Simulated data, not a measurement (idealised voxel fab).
The process module that follows is named voxel self aligned contacts.
Cross-section cut: width 280 nm, square cells of 5 nm.
Format of a cross-section: grid, square cells. Given as bands. Order: top down. Band: one or more rows of cells. Top height, bottom height, nm. Materials left to right, width each, nm. Single material + "edge to edge" = fills band edge to edge. "air" = empty. For the purposes of this specification, 0 denotes the height below which the wafer in its as-received condition is composed wholly of one material, and the lowermost band, lacking a lower limit, extends downward without end, as expressed in "0 nm and below". The notation "30->40" denotes a width that varies across the rows of cells in the band, beginning at the first number in the top row, finishing at the second number in the bottom row, and changing by an identical amount from each row to the next. When a step is marked "no alterations made", none of the cells in the cross-section changed during that step. Any empty space of 8 cells or more lacking an open way to the top shows up in "Entrapped void list" as width x height at distance, distance from the left edge, in nm. Read whatever lies past the settings on a step's line as the simulator's own remark about the step. A step's line can hold "overlay nm"; with a mask on that step, the setting says how far right of the planned place the mask lay, while a negative setting says it lay to the left.
-- Planned process steps
step 1: RECEIVE,material Si
step 2: CONFORMAL_DEP,material SiO2,thk nm 5
step 3: DIRECTIONAL_DEP,material polySi,thk nm 30
step 4: DIRECTIONAL_DEP,material SiN,thk nm 20
step 5: MASKED_ETCH,tone cover,mask id GATE,width nm 25,pitch nm 50,etch materials SiN,depth nm 20,overlay nm 0
step 6: MASKED_ETCH,tone cover,mask id GATE,width nm 25,pitch nm 50,etch materials polySi,depth nm 30,overlay nm 0
step 7: CONFORMAL_DEP,material SiN,thk nm 5
step 8: DIRECTIONAL_ETCH,etch materials SiN,depth nm 5
step 9: FILL_DEP,material SiO2,thk nm 20
step 10: CMP,height nm 65
step 11: PATTERN,tone open,mask id CONTACT,material resist,width nm 35,pitch nm 50,thk nm 15,overlay nm 0
step 12: DIRECTIONAL_ETCH,etch materials SiO2,depth nm 65
step 13: STRIP,etch materials resist
step 14: CONFORMAL_DEP,material TiN,thk nm 5
step 15: FILL_DEP,material W,thk nm 10
step 16: CMP,height nm 65
step 17: CONFORMAL_DEP,material SiCN,thk nm 5
-- This is the cross-section of the wafer as we received it, i.e. after step 1
0 nm and below | Si edge to edge
Entrapped void list: none
-- Final cross-section, module run with one mistake (start and plan as above)
70 nm to 65 nm | SiCN edge to edge
65 nm to 55 nm | SiO2=95 / TiN=5->15 / W=25->5 / TiN=5->15 / SiO2=15 / TiN=5->15 / W=25->5 / TiN=5->15 / SiO2=100
55 nm to 50 nm | SiO2=70 / SiN=35 / TiN=5 / W=5 / TiN=5 / SiN=35 / TiN=5 / W=5 / TiN=5 / SiN=35 / SiO2=75
50 nm to 45 nm | SiO2=70 / SiN=35 / TiN=15 / SiN=35 / TiN=15 / SiN=35 / SiO2=75
45 nm to 35 nm | SiN edge to edge
35 nm to 5 nm | polySi edge to edge
5 nm to 0 nm | SiO2 edge to edge
0 nm and below | Si edge to edge
Entrapped void list: none
Where did the run depart from the plan? the process deviated at step 5: the operation and settings actually run there were MASKED_ETCH,tone cover,mask id GATE,width nm 25,pitch nm 50,etch materials SiN,depth nm 10,overlay nm 0
